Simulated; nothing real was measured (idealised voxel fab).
Process module heading - voxel released beams
Xsec cut, 270 nm wide, square cell size 5 nm.
Cross-section format: a grid of square cells, given as bands from top to bottom; each band is one or more rows of cells.
Heights first: top, then bottom, in nm. Then materials, left to right, each with a width in nm. "throughout" on a single material: fills the band edge to edge. "empty": empty space.
Beneath 0, the wafer as received is one material, and that level is where height counting begins. The lowest band goes on downward without a bottom; it is written like "from 0 down".
The expression "30->40" gives the width at the extremes of the band, the first number at its top row of cells and the second at its bottom row, with the width changing by equal amounts from each row to the next in between.
"no alterations made", as given for a step, is the statement that not any cell of the cross-section underwent a change during that step.
Reported under the label "Completely enclosed voids" are the empty spaces having no open way to the top and comprising 8 cells or more; the notation for each is width x height at distance, in which the distance is measured from the left edge and all three values are in nm.
The remark found on a step's line after its settings is issued by the simulator itself and pertains to that step.
Regarding "overlay nm": on a step with a mask, it is the distance the mask lay to the right of its planned place; a negative value places it to the left.

**Process steps - plan**
1 RECEIVE, material Si
2 CONFORMAL_DEP, material Al2O3, thk nm 5
3 DIRECTIONAL_DEP, material SiO2, thk nm 15
4 DIRECTIONAL_DEP, material aC, thk nm 10
5 PATTERN, tone open, mask id ANCHOR, material resist, width nm 35, thk nm 30, overlay nm 0
6 DIRECTIONAL_ETCH, etch materials aC, depth nm 10
7 STRIP, etch materials resist
8 DIRECTIONAL_ETCH, etch materials SiO2, depth nm 15
9 STRIP, etch materials aC
10 CONFORMAL_DEP, material SiN, thk nm 10
11 DIRECTIONAL_DEP, material aC, thk nm 10
12 PATTERN, tone cover, mask id BEAM, material resist, width nm 105, thk nm 25, overlay nm 0
13 DIRECTIONAL_ETCH, etch materials aC, depth nm 10
14 STRIP, etch materials resist
15 DIRECTIONAL_ETCH, etch materials SiN, depth nm 10
16 STRIP, etch materials aC
17 STRIP, etch materials SiO2

**As received (post step 1): cross-section**
    from 0 down: Si throughout
    Completely enclosed voids: none

**This is how the wafer looks in cross-section once the module is done, given the starting state and plan above and one mistake in carrying the plan out**
    from 30 to 20: empty 75, then SiN 20, then empty 15, then SiN 70, then empty 90
    from 20 to 15: empty 85, then SiN 10, then empty 15, then SiN 10, then empty 150
    from 15 to 5: empty 85, then SiN 35, then empty 150
    from 5 to 0: Al2O3 throughout
    from 0 down: Si throughout
    Completely enclosed voids: none
Nonconformance to the process plan: step 12 ran differently from the plan; actual operation with settings: PATTERN, tone cover, mask id BEAM, material resist, width nm 105, thk nm 25, overlay nm -5
